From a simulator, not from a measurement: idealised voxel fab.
Process module in this document: voxel self aligned vias
Shown is cross-section cut, with a width of 265 nm and square cells of size 5 nm.
In this document a cross-section is written as a grid of square cells. It is given as a series of bands, listed from the top down, and a band is one or more rows of cells.
A band entry consists of two parts. The first gives the height of the band's top and the height of its bottom, in nm. The rest lists the band's materials from left to right, each with its width in nm. A single material labelled with the word "throughout" fills the band from edge to edge, and the word "blank" marks empty space.
Heads up on the height convention: 0 is the point under which the incoming wafer is all one material, and the lowest band has no bottom, it just keeps going down, like "0 -> down".
Graded width ("30..40"): value in top row of band = first number; value in bottom row = second number; row-to-row change constant.
Key: "nothing altered" - step with no changed cell in the cross-section.
Each empty space that has no open way to the top and spans at least 8 cells appears under "Voids lacking openings" as width x height at distance, the distance counted from the left edge, all in nm.
Heads up: the bit after the settings on a step's line is the simulator's remark on that step.
When a step includes a mask, the "overlay nm" setting on its line states how far to the right of its planned place that mask lay, and negative values state how far to the left.
# The process steps that were planned are listed below
1: op RECEIVE | material Si
2: op CONFORMAL_DEP | material SiO2 | thk nm 10
3: op CONFORMAL_DEP | material SiCN | thk nm 5
4: op DIRECTIONAL_DEP | material SiO2 | thk nm 25
5: op MASKED_ETCH | tone open | mask id LINES | width nm 25 | pitch nm 60 | etch materials SiO2 | depth nm 25 | overlay nm 0
6: op CONFORMAL_DEP | material TiN | thk nm 5
7: op FILL_DEP | material W | thk nm 10
8: op CMP | height nm 40
9: op SELECTIVE_ETCH | etch materials W Ru TiN | depth nm 5
10: op FILL_DEP | material SiN | thk nm 10
11: op CMP | height nm 40
12: op DIRECTIONAL_DEP | material SiO2 | thk nm 20
13: op PATTERN | tone open | mask id VIAS | material resist | width nm 25 | pitch nm 120 | thk nm 20 | overlay nm 0
14: op DIRECTIONAL_ETCH | etch materials SiO2 | depth nm 20
15: op DIRECTIONAL_ETCH | etch materials SiN | depth nm 5
16: op STRIP | etch materials resist
17: op CONFORMAL_DEP | material TiN | thk nm 5
18: op FILL_DEP | material Ru | thk nm 5
19: op CMP | height nm 60
20: op CONFORMAL_DEP | material SiN | thk nm 5
The width nm used in step 13 is not the same on every wafer, whereas the starting condition is; the value printed in the plan is the first wafer's.
# Cross-section of the first of several wafers on receipt, reflecting completion of step 1
* 0 -> down  Si throughout
* Voids lacking openings: none
# first wafer at the end, after step 20
* 65 -> 60  SiN throughout
* 60 -> 40  SiO2: 60 / TiN: 5 / Ru: 15 / TiN: 5 / SiO2: 95 / TiN: 5 / Ru: 15 / TiN: 5 / SiO2: 60
* 40 -> 35  SiO2: 60 / TiN: 25 / SiO2: 35 / SiN: 25 / SiO2: 35 / TiN: 25 / SiO2: 60
* 35 -> 20  SiO2: 60 / TiN: 5 / W: 15 / TiN: 5 / SiO2: 35 / TiN: 5 / W: 15 / TiN: 5 / SiO2: 35 / TiN: 5 / W: 15 / TiN: 5 / SiO2: 60
* 20 -> 15  SiO2: 60 / TiN: 25 / SiO2: 35 / TiN: 25 / SiO2: 35 / TiN: 25 / SiO2: 60
* 15 -> 10  SiCN throughout
* 10 -> 0  SiO2 throughout
* 0 -> down  Si throughout
* Voids lacking openings: none
# Last wafer, end of module, cross-section
* 65 -> 60  SiN throughout
* 60 -> 45  SiO2: 50 / TiN: 5 / Ru: 40 / TiN: 5 / SiO2: 70 / TiN: 5 / Ru: 40 / TiN: 5 / SiO2: 45
* 45 -> 40  SiO2: 50 / TiN: 15 / Ru: 15 / TiN: 20 / SiO2: 70 / TiN: 15 / Ru: 15 / TiN: 20 / SiO2: 45
* 40 -> 35  SiO2: 60 / TiN: 25 / SiO2: 35 / SiN: 25 / SiO2: 35 / TiN: 25 / SiO2: 60
* 35 -> 20  SiO2: 60 / TiN: 5 / W: 15 / TiN: 5 / SiO2: 35 / TiN: 5 / W: 15 / TiN: 5 / SiO2: 35 / TiN: 5 / W: 15 / TiN: 5 / SiO2: 60
* 20 -> 15  SiO2: 60 / TiN: 25 / SiO2: 35 / TiN: 25 / SiO2: 35 / TiN: 25 / SiO2: 60
* 15 -> 10  SiCN throughout
* 10 -> 0  SiO2 throughout
* 0 -> down  Si throughout
* Voids lacking openings: none
# Below, a row for every wafer. Read it as the end-of-module picture: for each material the wafer shows its cells gained (+) or lost (-) since it was received, and then its closed voids
width nm 25 | +24 Ru | +53 SiCN | +58 SiN | +468 SiO2 | +59 TiN | +27 W | Voids lacking openings: none
width nm 30 | +30 Ru | +53 SiCN | +58 SiN | +460 SiO2 | +61 TiN | +27 W | Voids lacking openings: none
width nm 35 | +36 Ru | +53 SiCN | +58 SiN | +452 SiO2 | +63 TiN | +27 W | Voids lacking openings: none
width nm 40 | +42 Ru | +53 SiCN | +58 SiN | +444 SiO2 | +65 TiN | +27 W | Voids lacking openings: none
width nm 45 | +48 Ru | +53 SiCN | +58 SiN | +436 SiO2 | +67 TiN | +27 W | Voids lacking openings: none
width nm 50 | +54 Ru | +53 SiCN | +58 SiN | +428 SiO2 | +69 TiN | +27 W | Voids lacking openings: none
